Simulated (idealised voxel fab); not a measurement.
Documented hereafter: the process module known as voxel lift off.
Cross-section cut spans 295 nm and uses square cells 5 nm in size.
Format of a cross-section: grid, square cells. Given as bands. Order: top down. Band: one or more rows of cells. Read a band's entry like this: the first values are the height of its top and the height of its bottom in nm, and what follows is the sequence of materials from left to right, each with its width in nm. Note that "empty" is empty space, and that a single material marked "full width" reaches across the band from edge to edge. The reference from which all heights are counted is 0, the level beneath which the as-received wafer is entirely one material; the lowest band, having no lower bound, proceeds downward and is written after the example "top 0, no bottom". Width: "30 to 40" (first number = top row, second number = bottom row, same change from row to row of cells). Given "nothing got changed" for a step, no cell of the cross-section differs between before and after that step. In "Listed closed voids" the enclosed voids are listed, meaning empty spaces of 8 cells or larger without any opening to the top. The form is width x height at distance, distance from the left edge, units nm. On a step's line, text after the settings is the simulator commenting on that step. "overlay nm" answers the question of how far to the right of plan the mask lay on a step that has a mask, and when it is negative the answer is to the left.

## Steps in the process plan
1: RECEIVE, material Si
2: CONFORMAL_DEP, material SiN, thk nm 10
3: PATTERN, tone open, mask id LINES, material resist, width nm 25, pitch nm 50, thk nm 30, overlay nm -15
4: DIRECTIONAL_DEP, material Ru, thk nm 15
5: STRIP, etch materials resist
6: CONFORMAL_DEP, material SiN, thk nm 5
The wafers in this document start out alike and differ in the overlay nm applied at step 3; the plan shows the value used for the first wafer.

## Cross-section of the first incoming wafer of several, state after step 1
> top 0, no bottom | Si full width
> Listed closed voids: none

## The following table contains a row per wafer, in which are reported, at the conclusion of the module, the cells of each material gained (+) or lost (-) since the wafer's receipt, with its closed voids given thereafter
overlay nm -15; +45 Ru; +195 SiN; Listed closed voids: none
overlay nm -10; +45 Ru; +195 SiN; Listed closed voids: none
overlay nm -5; +45 Ru; +195 SiN; Listed closed voids: none
overlay nm 0; +45 Ru; +195 SiN; Listed closed voids: none
overlay nm 5; +45 Ru; +195 SiN; Listed closed voids: none
overlay nm 10; +45 Ru; +195 SiN; Listed closed voids: none
overlay nm 15; +45 Ru; +195 SiN; Listed closed voids: none
